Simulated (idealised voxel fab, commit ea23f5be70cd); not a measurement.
process module | voxel quadruple lines
cross-section cut | 275 nm wide | cells 5 nm
A cross-section is a grid of square cells, given in bands from the top down. A band is one or more rows of cells.
Each band's line starts with the height of the band's top and of its bottom, in nm. Then come its materials from left to right, each with its width in nm. One material with "throughout" fills the band from edge to edge. "air" is empty space.
Height 0 is the level under which the wafer as received is all one material. The lowest band goes on downwards, as in "0 down".
A width such as "30 to 40" changes by the same amount from each row of cells to the next, from the band's top row to its bottom row.
"no change" after a step means that no cell of the cross-section changed.
closed voids: empty space of 8 cells or more with no open way to the top, each as width x height at its distance from the left edge, in nm
after a step's settings: what the simulator itself notes on the step
overlay nm, on a step with a mask: how far to the right of its planned place the mask lay; to the left if negative
plan
1 op RECEIVE | material Si
2 op CONFORMAL_DEP | material SiO2 | thk nm 10
3 op DIRECTIONAL_DEP | material W | thk nm 10
4 op DIRECTIONAL_DEP | material polySi | thk nm 15
5 op DIRECTIONAL_DEP | material aC | thk nm 25
6 op PATTERN | tone cover | mask id MANDREL | material resist | width nm 30 | thk nm 35 | overlay nm -15
7 op DIRECTIONAL_ETCH | etch materials aC | depth nm 25
8 op STRIP | etch materials resist
9 op CONFORMAL_DEP | material SiO2 | thk nm 10
10 op DIRECTIONAL_ETCH | etch materials SiO2 | depth nm 10
11 op STRIP | etch materials aC
12 op DIRECTIONAL_ETCH | etch materials polySi | depth nm 15
13 op STRIP | etch materials SiO2
14 op CONFORMAL_DEP | material SiCN | thk nm 10
15 op DIRECTIONAL_ETCH | etch materials SiCN | depth nm 10
16 op STRIP | etch materials polySi
17 op DIRECTIONAL_ETCH | etch materials W | depth nm 10
18 op STRIP | etch materials SiCN
varied across the wafers: overlay nm of step 6. The plan shows the first wafer's value. All wafers start alike
first wafer as received, after step 1
  0 down: Si throughout
  closed voids: none
each wafer at the end: cells of each material gained (+) or lost (-) since it was received, then its closed voids
overlay nm -15 | +110 SiO2 | +16 W | closed voids: none
overlay nm -10 | +110 SiO2 | +16 W | closed voids: none
overlay nm -5 | +110 SiO2 | +16 W | closed voids: none
overlay nm 0 | +110 SiO2 | +16 W | closed voids: none
overlay nm 5 | +110 SiO2 | +16 W | closed voids: none
overlay nm 10 | +110 SiO2 | +16 W | closed voids: none
overlay nm 15 | +110 SiO2 | +16 W | closed voids: none
